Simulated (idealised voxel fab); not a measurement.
Process module name: voxel transistor to metal
Section shown: cut. Width: 255 nm. Cell size: 5 nm, square.
Format of a cross-section: grid, square cells. Given as bands. Order: top down. Band: one or more rows of cells.
Top height, bottom height, nm. Materials left to right, width each, nm. Single material + "everywhere" = fills band edge to edge. "blank" = empty.
Heights are expressed relative to 0, this being the level below which the as-received wafer comprises one material exclusively. The lowest band is unbounded in the downward direction and is denoted as in "0 down".
A width such as "30->40" changes by the same amount from each row of cells to the next, from the band's top row to its bottom row.
It should be understood that the words "remained unchanged", when stated for a given step, signify that the cross-section underwent no change in any of its cells during that step.
Any empty space of 8 cells or more lacking an open way to the top shows up in "Encapsulated voids" as width x height at distance, distance from the left edge, in nm.
Anything after a step's settings on that line? It's the simulator's own note about the step.
"overlay nm" on a masked step: distance the mask lay right of its planned place, negative for left.
### Here's what the planned process steps look like
- 1: RECEIVE | material Si
- 2: CONFORMAL_DEP | material SiO2 | thk nm 5
- 3: CONFORMAL_DEP | material SiN | thk nm 15
- 4: MASKED_ETCH | tone cover | mask id ACTIVE | width nm 90 | pitch nm 110 | etch materials SiN | depth nm 15 | overlay nm 0
- 5: MASKED_ETCH | tone cover | mask id ACTIVE | width nm 90 | pitch nm 110 | etch materials SiO2 | depth nm 5 | overlay nm 0
- 6: MASKED_ETCH | tone cover | mask id ACTIVE | width nm 90 | pitch nm 110 | etch materials Si | depth nm 25 | overlay nm 0
- 7: OXIDIZE | depth nm 5
- 8: FILL_DEP | material SiO2 | thk nm 10
- 9: CMP | height nm 20
- 10: SELECTIVE_ETCH | etch materials SiO2 | depth nm 10
- 11: STRIP | etch materials SiN
- 12: SELECTIVE_ETCH | etch materials SiO2 | depth nm 5
- 13: OXIDIZE | depth nm 5
- 14: DIRECTIONAL_DEP | material polySi | thk nm 25
- 15: DIRECTIONAL_DEP | material SiCN | thk nm 15
- 16: PATTERN | tone cover | mask id GATE | material resist | width nm 20 | pitch nm 110 | thk nm 20 | overlay nm 0
- 17: DIRECTIONAL_ETCH | etch materials SiCN | depth nm 25
- 18: DIRECTIONAL_ETCH | etch materials polySi | depth nm 35
- 19: STRIP | etch materials resist
- 20: CONFORMAL_DEP | material SiN | thk nm 10
- 21: DIRECTIONAL_ETCH | etch materials SiN | depth nm 10
- 22: DIRECTIONAL_ETCH | etch materials SiO2 | depth nm 5
- 23: DIRECTIONAL_ETCH | etch materials Si | depth nm 10
- 24: EPI | material nSi | thk nm 15
- 25: FILL_DEP | material SiO2 | thk nm 5
- 26: CMP | height nm 40
- 27: DIRECTIONAL_DEP | material SiO2 | thk nm 10
- 28: PATTERN | tone open | mask id CONTACT | material resist | width nm 25 | pitch nm 55 | thk nm 15 | overlay nm 0
- 29: DIRECTIONAL_ETCH | etch materials SiO2 | depth nm 50
- 30: STRIP | etch materials resist
- 31: CONFORMAL_DEP | material TiN | thk nm 5
- 32: FILL_DEP | material Ru | thk nm 5
- 33: CMP | height nm 50
- 34: DIRECTIONAL_DEP | material TiN | thk nm 5
- 35: DIRECTIONAL_DEP | material Ru | thk nm 15
- 36: MASKED_ETCH | tone cover | mask id METAL_1 | width nm 15 | etch materials Ru | depth nm 15 | overlay nm 0
- 37: MASKED_ETCH | tone cover | mask id METAL_1 | width nm 15 | etch materials TiN | depth nm 5 | overlay nm 0
- 38: CONFORMAL_DEP | material SiN | thk nm 5
- 39: FILL_DEP | material SiO2 | thk nm 10
- 40: CMP | height nm 70
- 41: CONFORMAL_DEP | material SiCN | thk nm 5
- 42: DIRECTIONAL_DEP | material SiO2 | thk nm 30
- 43: MASKED_ETCH | tone open | mask id METAL_2 | width nm 15 | pitch nm 110 | etch materials SiO2 | depth nm 15 | overlay nm 0
- 44: DIRECTIONAL_DEP | material aC | thk nm 10
- 45: PATTERN | tone open | mask id METAL_2_HOLES | material resist | width nm 15 | pitch nm 110 | thk nm 30 | overlay nm 0
- 46: DIRECTIONAL_ETCH | etch materials aC | depth nm 10
- 47: STRIP | etch materials resist
- 48: DIRECTIONAL_ETCH | etch materials SiO2 | depth nm 15
- 49: DIRECTIONAL_ETCH | etch materials SiCN | depth nm 5
- 50: STRIP | etch materials aC
- 51: CONFORMAL_DEP | material TiN | thk nm 5
- 52: FILL_DEP | material Ru | thk nm 5
- 53: CMP | height nm 105
- 54: CONFORMAL_DEP | material SiN | thk nm 5
### Wafer at receipt (post step 1), cross-section
0 down | Si everywhere
Encapsulated voids: none
### First of two wafers at the end of the module, shown in cross-section; run carried out as planned
110 to 105 | SiN everywhere
105 to 75 | SiO2 30  TiN 5  Ru 5  TiN 5  SiO2 95  TiN 5  Ru 5  TiN 5  SiO2 100
75 to 70 | SiCN 30  TiN 15  SiCN 95  TiN 15  SiCN 100
70 to 55 | SiO2 25  SiN 5  Ru 15  SiN 5  SiO2 40  SiN 5  Ru 15  SiN 5  SiO2 20  SiN 5  Ru 15  SiN 5  SiO2 40  SiN 5  Ru 15  SiN 5  SiO2 30
55 to 50 | SiN 30  TiN 15  SiN 50  TiN 15  SiN 30  TiN 15  SiN 50  TiN 15  SiN 35
50 to 40 | SiO2 30  TiN 5  Ru 15->10  TiN 5->10  SiO2 30  TiN 5->10  Ru 15->10  TiN 5  SiO2 30  TiN 5  Ru 15->10  TiN 5->10  SiO2 30  TiN 5->10  Ru 15->10  TiN 5  SiO2 35
40 to 25 | SiO2 30  TiN 5  Ru 10  TiN 5  SiN 10  SiCN 20  SiN 10  TiN 5  Ru 10  TiN 5  SiO2 30  TiN 5  Ru 10  TiN 5  SiN 10  SiCN 20  SiN 10  TiN 5  Ru 10  TiN 5  SiO2 35
25 to 15 | SiO2 30  TiN 5  Ru 10  TiN 5  SiN 10  polySi 20  SiN 10  TiN 5  Ru 10  TiN 5  SiO2 30  TiN 5  Ru 10  TiN 5  SiN 10  polySi 20  SiN 10  TiN 5  Ru 10  TiN 5  SiO2 35
15 to 10 | SiO2 30  TiN 20  SiN 10  polySi 20  SiN 10  TiN 20  SiO2 30  TiN 20  SiN 10  polySi 20  SiN 10  TiN 20  SiO2 35
10 to 5 | SiO2 30  TiN 5  nSi 15  SiN 10  polySi 20  SiN 10  nSi 15  TiN 5  SiO2 30  TiN 5  nSi 15  SiN 10  polySi 20  SiN 10  nSi 15  TiN 5  SiO2 35
5 to 0 | SiO2 20  SiN 10  TiN 5  nSi 15  SiN 10  polySi 20  SiN 10  nSi 15  TiN 5  SiN 10  SiO2 10  SiN 10  TiN 5  nSi 15  SiN 10  polySi 20  SiN 10  nSi 15  TiN 5  SiN 10  SiO2 25
0 to -5 | SiO2 30  nSi 20  SiO2 40  nSi 20  SiO2 30  nSi 20  SiO2 40  nSi 20  SiO2 35
-5 to -15 | SiO2 30  nSi 20  Si 40  nSi 20  SiO2 30  nSi 20  Si 40  nSi 20  SiO2 35
-15 to -30 | SiO2 30  Si 80  SiO2 30  Si 80  SiO2 35
-30 down | Si everywhere
Encapsulated voids: none
### Cross-section at end of module for the second wafer of two, which matched the first in starting point and plan and differed by one mistake in its processing
110 to 105 | SiN everywhere
105 to 75 | SiO2 30  TiN 5  Ru 5  TiN 5  SiO2 95  TiN 5  Ru 5  TiN 5  SiO2 100
75 to 70 | SiCN 30  TiN 15  SiCN 95  TiN 15  SiCN 100
70 to 55 | SiO2 25  SiN 5  Ru 15  SiN 5  SiO2 40  SiN 5  Ru 15  SiN 5  SiO2 20  SiN 5  Ru 15  SiN 5  SiO2 40  SiN 5  Ru 15  SiN 5  SiO2 30
55 to 50 | SiN 30  TiN 15  SiN 50  TiN 15  SiN 30  TiN 15  SiN 50  TiN 15  SiN 35
50 to 45 | SiO2 20  TiN 5  Ru 15  TiN 5  SiO2 30  TiN 5  Ru 15  TiN 5  SiO2 30  TiN 5  Ru 15  TiN 5  SiO2 30  TiN 5  Ru 15  TiN 5  SiO2 45
45 to 40 | SiO2 20  TiN 5  Ru 15  TiN 5  SiO2 30  TiN 25  SiO2 30  TiN 5  Ru 15  TiN 5  SiO2 30  TiN 25  SiO2 45
40 to 25 | SiO2 20  TiN 5  Ru 15  TiN 5  SiO2 5  SiN 10  SiCN 20  SiN 10  TiN 10  SiO2 30  TiN 5  Ru 15  TiN 5  SiO2 5  SiN 10  SiCN 20  SiN 10  TiN 10  SiO2 45
25 to 15 | SiO2 20  TiN 5  Ru 15  TiN 5  SiO2 5  SiN 10  polySi 20  SiN 10  TiN 10  SiO2 30  TiN 5  Ru 15  TiN 5  SiO2 5  SiN 10  polySi 20  SiN 10  TiN 10  SiO2 45
15 to 10 | SiO2 20  TiN 5  Ru 5  TiN 15  SiO2 5  SiN 10  polySi 20  SiN 10  TiN 10  SiO2 30  TiN 5  Ru 5  TiN 15  SiO2 5  SiN 10  polySi 20  SiN 10  TiN 10  SiO2 45
10 to 5 | SiO2 20  TiN 15  nSi 15  SiN 10  polySi 20  SiN 10  nSi 15  SiO2 25  TiN 15  nSi 15  SiN 10  polySi 20  SiN 10  nSi 15  SiO2 40
5 to 0 | SiO2 20  SiN 10  TiN 5  nSi 15  SiN 10  polySi 20  SiN 10  nSi 15  SiO2 5  SiN 10  SiO2 10  SiN 10  TiN 5  nSi 15  SiN 10  polySi 20  SiN 10  nSi 15  SiO2 5  SiN 10  SiO2 25
0 to -5 | SiO2 30  nSi 20  SiO2 40  nSi 20  SiO2 30  nSi 20  SiO2 40  nSi 20  SiO2 35
-5 to -15 | SiO2 30  nSi 20  Si 40  nSi 20  SiO2 30  nSi 20  Si 40  nSi 20  SiO2 35
-15 to -30 | SiO2 30  Si 80  SiO2 30  Si 80  SiO2 35
-30 down | Si everywhere
Encapsulated voids: none
What was the processing mistake? step 28 deviated from plan and actually ran as PATTERN | tone open | mask id CONTACT | material resist | width nm 25 | pitch nm 55 | thk nm 15 | overlay nm -10
Cell-count delta at end, second wafer over first, by material: Ru: 10 fewer, SiO2: 12 more, TiN: 2 fewer
